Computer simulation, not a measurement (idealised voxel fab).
voxel wiring stack: a process module
Shown is cross-section cut, with a width of 225 nm and square cells of size 5 nm.
When this document writes out a cross-section, it uses a grid of square cells and lists it as bands, beginning at the top and moving down, with a band standing for one or more rows of cells. This entry defines a band. It first specifies the height of the band's top and the height of its bottom in nm, and then specifies the band's materials from left to right, stating each material with its width in nm. The word "all across" identifies a single material that fills the band from edge to edge, while the word "air" identifies empty space. Below 0: as-received wafer, all one material; heights counted from there. Lowest band: no bottom, goes on down, written "0..down". Width spec "30..40" -> top row of cells at first value, bottom row at second value, equal per-row change in between. No cell of the cross-section changed in a step that is given as "nothing was modified". The entry titled "Enclosed void entries" provides the empty spaces that have no open way to the top, restricted to those of 8 cells or more. Each is presented as width x height at distance, the distance being measured from the left edge, with all three in nm. Anything after a step's settings on that line? It's the simulator's own note about the step. The line of a step may include "overlay nm". On a step with a mask, this value is how far to the right of its planned place the mask lay. A negative value means the mask lay to the left.
### Process steps (planned)
| 1 | RECEIVE, material Si |
| 2 | CONFORMAL_DEP, material SiO2, thk nm 10 |
| 3 | CONFORMAL_DEP, material SiN, thk nm 5 |
| 4 | DIRECTIONAL_DEP, material SiO2, thk nm 20 |
| 5 | DIRECTIONAL_DEP, material aC, thk nm 10 |
| 6 | PATTERN, tone open, mask id METAL_1, material resist, width nm 30, pitch nm 55, thk nm 25, overlay nm 0 |
| 7 | DIRECTIONAL_ETCH, etch materials aC, depth nm 10 |
| 8 | STRIP, etch materials resist |
| 9 | DIRECTIONAL_ETCH, etch materials SiO2, depth nm 20 |
| 10 | DIRECTIONAL_ETCH, etch materials SiN, depth nm 5 |
| 11 | STRIP, etch materials aC |
| 12 | CONFORMAL_DEP, material TiN, thk nm 5 |
| 13 | FILL_DEP, material Cu, thk nm 5 |
| 14 | CMP, height nm 35 |
| 15 | CONFORMAL_DEP, material SiCN, thk nm 5 |
| 16 | DIRECTIONAL_DEP, material lowk, thk nm 10 |
| 17 | DIRECTIONAL_DEP, material aC, thk nm 10 |
| 18 | PATTERN, tone open, mask id PLUG_1, material resist, width nm 15, thk nm 30, overlay nm 0 |
| 19 | DIRECTIONAL_ETCH, etch materials aC, depth nm 10 |
| 20 | STRIP, etch materials resist |
| 21 | DIRECTIONAL_ETCH, etch materials lowk, depth nm 10 |
| 22 | DIRECTIONAL_ETCH, etch materials SiCN, depth nm 5 |
| 23 | STRIP, etch materials aC |
| 24 | EPI, material Ru, thk nm 10 |
| 25 | EPI, material Ru, thk nm 5 |
| 26 | CONFORMAL_DEP, material SiN, thk nm 5 |
| 27 | DIRECTIONAL_DEP, material lowk, thk nm 15 |
| 28 | DIRECTIONAL_DEP, material aC, thk nm 15 |
| 29 | PATTERN, tone open, mask id METAL_2, material resist, width nm 30, pitch nm 55, thk nm 30, overlay nm 0 |
| 30 | DIRECTIONAL_ETCH, etch materials aC, depth nm 15 |
| 31 | STRIP, etch materials resist |
| 32 | DIRECTIONAL_ETCH, etch materials lowk, depth nm 15 |
| 33 | DIRECTIONAL_ETCH, etch materials SiN, depth nm 5 |
| 34 | STRIP, etch materials aC |
| 35 | CONFORMAL_DEP, material TiN, thk nm 5 |
| 36 | FILL_DEP, material Ru, thk nm 10 |
| 37 | CMP, height nm 70 |
| 38 | CONFORMAL_DEP, material SiCN, thk nm 5 |
| 39 | DIRECTIONAL_DEP, material SiO2, thk nm 30 |
| 40 | PATTERN, tone open, mask id METAL_3_HOLES, material resist, width nm 15, thk nm 20, overlay nm 0 |
| 41 | DIRECTIONAL_ETCH, etch materials SiO2, depth nm 30 |
| 42 | STRIP, etch materials resist |
| 43 | MASKED_ETCH, tone open, mask id METAL_3, width nm 30, pitch nm 55, etch materials SiO2, depth nm 15, overlay nm 0 |
| 44 | MASKED_ETCH, tone open, mask id METAL_3, width nm 30, pitch nm 55, etch materials SiCN, depth nm 5, overlay nm 0 |
| 45 | CONFORMAL_DEP, material TiN, thk nm 5 |
| 46 | FILL_DEP, material Ru, thk nm 10 |
| 47 | CMP, height nm 105 |
| 48 | CONFORMAL_DEP, material SiCN, thk nm 5 |
### First of two wafers: run as planned
### Wafer at receipt (post step 1), cross-section
* 0..down: Si all across
* Enclosed void entries: none
### State of the wafer after step 2, shown in cross-section
* 10..0: SiO2 all across
* Everything under 0 stays put, no change at all.
### State of the wafer after step 3, shown in cross-section
* 15..10: SiN all across
* Everything under 10 stays put, no change at all.
### State of the wafer after step 4, shown in cross-section
* 35..15: SiO2 all across
* Everything under 15 stays put, no change at all.
### State of the wafer after step 5, shown in cross-section
* 45..35: aC all across
* Everything under 35 stays put, no change at all.
### State of the wafer after step 6, shown in cross-section
* 70..45: resist 70  air 30  resist 25  air 30  resist 70
* Everything under 45 stays put, no change at all.
### State of the wafer after step 7, shown in cross-section
* 60..45: resist 70  air 30  resist 25  air 30  resist 70
* 45..35: aC 70  air 30  aC 25  air 30  aC 70
* Everything under 35 stays put, no change at all.
### State of the wafer after step 8, shown in cross-section
* 45..35: aC 70  air 30  aC 25  air 30  aC 70
* Everything under 35 stays put, no change at all.
### State of the wafer after step 9, shown in cross-section
* 45..35: aC 70  air 30  aC 25  air 30  aC 70
* 35..15: SiO2 70  air 30  SiO2 25  air 30  SiO2 70
* Everything under 15 stays put, no change at all.
### State of the wafer after step 10, shown in cross-section
* 45..35: aC 70  air 30  aC 25  air 30  aC 70
* 35..15: SiO2 70  air 30  SiO2 25  air 30  SiO2 70
* 15..10: SiN 70  air 30  SiN 25  air 30  SiN 70
* Everything under 10 stays put, no change at all.
### State of the wafer after step 11, shown in cross-section
* 35..15: SiO2 70  air 30  SiO2 25  air 30  SiO2 70
* Everything under 15 stays put, no change at all.
### State of the wafer after step 12, shown in cross-section
* 40..35: TiN 75  air 20  TiN 35  air 20  TiN 75
* 35..15: SiO2 70  TiN 5  air 20  TiN 5  SiO2 25  TiN 5  air 20  TiN 5  SiO2 70
* 15..10: SiN 70  TiN 30  SiN 25  TiN 30  SiN 70
* Everything under 10 stays put, no change at all.
### State of the wafer after step 13, shown in cross-section
* 45..40: Cu all across
* 40..35: TiN 75  Cu 20  TiN 35  Cu 20  TiN 75
* 35..15: SiO2 70  TiN 5  Cu 20  TiN 5  SiO2 25  TiN 5  Cu 20  TiN 5  SiO2 70
* Everything under 15 stays put, no change at all.
### State of the wafer after step 14, shown in cross-section
* 35..15: SiO2 70  TiN 5  Cu 20  TiN 5  SiO2 25  TiN 5  Cu 20  TiN 5  SiO2 70
* Everything under 15 stays put, no change at all.
### State of the wafer after step 15, shown in cross-section
* 40..35: SiCN all across
* Everything under 35 stays put, no change at all.
### State of the wafer after step 16, shown in cross-section
* 50..40: lowk all across
* Everything under 40 stays put, no change at all.
### State of the wafer after step 17, shown in cross-section
* 60..50: aC all across
* Everything under 50 stays put, no change at all.
### State of the wafer after step 18, shown in cross-section
* 90..60: resist 70  air 15  resist 140
* Everything under 60 stays put, no change at all.
### State of the wafer after step 19, shown in cross-section
* 80..60: resist 70  air 15  resist 140
* 60..50: aC 70  air 15  aC 140
* Everything under 50 stays put, no change at all.
### State of the wafer after step 20, shown in cross-section
* 60..50: aC 70  air 15  aC 140
* Everything under 50 stays put, no change at all.
### State of the wafer after step 21, shown in cross-section
* 60..50: aC 70  air 15  aC 140
* 50..40: lowk 70  air 15  lowk 140
* Everything under 40 stays put, no change at all.
### State of the wafer after step 22, shown in cross-section
* 60..50: aC 70  air 15  aC 140
* 50..40: lowk 70  air 15  lowk 140
* 40..35: SiCN 70  air 15  SiCN 140
* Everything under 35 stays put, no change at all.
### State of the wafer after step 23, shown in cross-section
* 50..40: lowk 70  air 15  lowk 140
* Everything under 40 stays put, no change at all.
### State of the wafer after step 24, shown in cross-section
* 50..45: lowk 70  air 15  lowk 140
* 45..40: lowk 70  Ru 15  lowk 140
* 40..35: SiCN 70  Ru 15  SiCN 140
* Everything under 35 stays put, no change at all.
### State of the wafer after step 25, shown in cross-section
* 50..40: lowk 70  Ru 15  lowk 140
* Everything under 40 stays put, no change at all.
### State of the wafer after step 26, shown in cross-section
* 55..50: SiN all across
* Everything under 50 stays put, no change at all.
### State of the wafer after step 27, shown in cross-section
* 70..55: lowk all across
* Everything under 55 stays put, no change at all.
### State of the wafer after step 28, shown in cross-section
* 85..70: aC all across
* Everything under 70 stays put, no change at all.
### State of the wafer after step 29, shown in cross-section
* 115..85: resist 70  air 30  resist 25  air 30  resist 70
* Everything under 85 stays put, no change at all.
### State of the wafer after step 30, shown in cross-section
* 100..85: resist 70  air 30  resist 25  air 30  resist 70
* 85..70: aC 70  air 30  aC 25  air 30  aC 70
* Everything under 70 stays put, no change at all.
### State of the wafer after step 31, shown in cross-section
* 85..70: aC 70  air 30  aC 25  air 30  aC 70
* Everything under 70 stays put, no change at all.
### State of the wafer after step 32, shown in cross-section
* 85..70: aC 70  air 30  aC 25  air 30  aC 70
* 70..55: lowk 70  air 30  lowk 25  air 30  lowk 70
* Everything under 55 stays put, no change at all.
### State of the wafer after step 33, shown in cross-section
* 85..70: aC 70  air 30  aC 25  air 30  aC 70
* 70..55: lowk 70  air 30  lowk 25  air 30  lowk 70
* 55..50: SiN 70  air 30  SiN 25  air 30  SiN 70
* Everything under 50 stays put, no change at all.
### State of the wafer after step 34, shown in cross-section
* 70..55: lowk 70  air 30  lowk 25  air 30  lowk 70
* Everything under 55 stays put, no change at all.
### State of the wafer after step 35, shown in cross-section
* 75..70: TiN 75  air 20  TiN 35  air 20  TiN 75
* 70..55: lowk 70  TiN 5  air 20  TiN 5  lowk 25  TiN 5  air 20  TiN 5  lowk 70
* 55..50: SiN 70  TiN 30  SiN 25  TiN 30  SiN 70
* Everything under 50 stays put, no change at all.
### State of the wafer after step 36, shown in cross-section
* 85..75: Ru all across
* 75..70: TiN 75  Ru 20  TiN 35  Ru 20  TiN 75
* 70..55: lowk 70  TiN 5  Ru 20  TiN 5  lowk 25  TiN 5  Ru 20  TiN 5  lowk 70
* Everything under 55 stays put, no change at all.
### State of the wafer after step 37, shown in cross-section
* 70..55: lowk 70  TiN 5  Ru 20  TiN 5  lowk 25  TiN 5  Ru 20  TiN 5  lowk 70
* Everything under 55 stays put, no change at all.
### State of the wafer after step 38, shown in cross-section
* 75..70: SiCN all across
* Everything under 70 stays put, no change at all.
### State of the wafer after step 39, shown in cross-section
* 105..75: SiO2 all across
* Everything under 75 stays put, no change at all.
### State of the wafer after step 40, shown in cross-section
* 125..105: resist 70  air 15  resist 140
* Everything under 105 stays put, no change at all.
### State of the wafer after step 41, shown in cross-section
* 125..105: resist 70  air 15  resist 140
* 105..75: SiO2 70  air 15  SiO2 140
* Everything under 75 stays put, no change at all.
### State of the wafer after step 42, shown in cross-section
* 105..75: SiO2 70  air 15  SiO2 140
* Everything under 75 stays put, no change at all.
### State of the wafer after step 43, shown in cross-section
* 105..90: SiO2 70  air 30  SiO2 25  air 30  SiO2 70
* Everything under 90 stays put, no change at all.
### State of the wafer after step 44, shown in cross-section
* 105..90: SiO2 70  air 30  SiO2 25  air 30  SiO2 70
* 90..75: SiO2 70  air 15  SiO2 140
* 75..70: SiCN 70  air 15  SiCN 140
* Everything under 70 stays put, no change at all.
### State of the wafer after step 45, shown in cross-section
* 110..105: TiN 75  air 20  TiN 35  air 20  TiN 75
* 105..95: SiO2 70  TiN 5  air 20  TiN 5  SiO2 25  TiN 5  air 20  TiN 5  SiO2 70
* 95..90: SiO2 70  TiN 5  air 5  TiN 20  SiO2 25  TiN 30  SiO2 70
* 90..75: SiO2 70  TiN 5  air 5  TiN 5  SiO2 140
* 75..70: SiCN 70  TiN 15  SiCN 140
* Everything under 70 stays put, no change at all.
### State of the wafer after step 46, shown in cross-section
* 120..110: Ru all across
* 110..105: TiN 75  Ru 20  TiN 35  Ru 20  TiN 75
* 105..95: SiO2 70  TiN 5  Ru 20  TiN 5  SiO2 25  TiN 5  Ru 20  TiN 5  SiO2 70
* 95..90: SiO2 70  TiN 5  Ru 5  TiN 20  SiO2 25  TiN 30  SiO2 70
* 90..75: SiO2 70  TiN 5  Ru 5  TiN 5  SiO2 140
* Everything under 75 stays put, no change at all.
### State of the wafer after step 47, shown in cross-section
* 105..95: SiO2 70  TiN 5  Ru 20  TiN 5  SiO2 25  TiN 5  Ru 20  TiN 5  SiO2 70
* Everything under 95 stays put, no change at all.
### State of the wafer after step 48, shown in cross-section
* 110..105: SiCN all across
* Everything under 105 stays put, no change at all.
### The second wafer was prepared from the same starting point and under the same plan as the first; its processing contained one mistake, and it remains indistinguishable from the first wafer up to and including step 42
### Second wafer, section view, time point: scheduled end of step 43
* 105..90: SiO2 70  air 35  SiO2 25  air 30  SiO2 65
* Everything under 90 stays put, no change at all.
### Second wafer, section view, time point: scheduled end of step 44
* 105..90: SiO2 70  air 35  SiO2 25  air 30  SiO2 65
* 90..75: SiO2 70  air 15  SiO2 140
* 75..70: SiCN 70  air 15  SiCN 140
* Everything under 70 stays put, no change at all.
### Second wafer, section view, time point: scheduled end of step 45
* 110..105: TiN 75  air 25  TiN 35  air 20  TiN 70
* 105..95: SiO2 70  TiN 5  air 25  TiN 5  SiO2 25  TiN 5  air 20  TiN 5  SiO2 65
* 95..90: SiO2 70  TiN 5  air 5  TiN 25  SiO2 25  TiN 30  SiO2 65
* 90..75: SiO2 70  TiN 5  air 5  TiN 5  SiO2 140
* 75..70: SiCN 70  TiN 15  SiCN 140
* Everything under 70 stays put, no change at all.
### Second wafer, section view, time point: scheduled end of step 46
* 120..110: Ru all across
* 110..105: TiN 75  Ru 25  TiN 35  Ru 20  TiN 70
* 105..95: SiO2 70  TiN 5  Ru 25  TiN 5  SiO2 25  TiN 5  Ru 20  TiN 5  SiO2 65
* 95..90: SiO2 70  TiN 5  Ru 5  TiN 25  SiO2 25  TiN 30  SiO2 65
* 90..75: SiO2 70  TiN 5  Ru 5  TiN 5  SiO2 140
* Everything under 75 stays put, no change at all.
### Second wafer, section view, time point: scheduled end of step 47
* 105..95: SiO2 70  TiN 5  Ru 25  TiN 5  SiO2 25  TiN 5  Ru 20  TiN 5  SiO2 65
* Everything under 95 stays put, no change at all.
### Second wafer, section view, time point: scheduled end of step 48
* 110..105: SiCN all across
* Everything under 105 stays put, no change at all.
what went wrong: in deviation from the planned setting, step 43 was conducted as MASKED_ETCH, tone open, mask id METAL_3, width nm 30, pitch nm 55, etch materials SiO2, depth nm 15, overlay nm 5
Counted in cells at the end, the second wafer holds more or fewer of these materials than the first: Ru +2; SiO2 -3; TiN +1
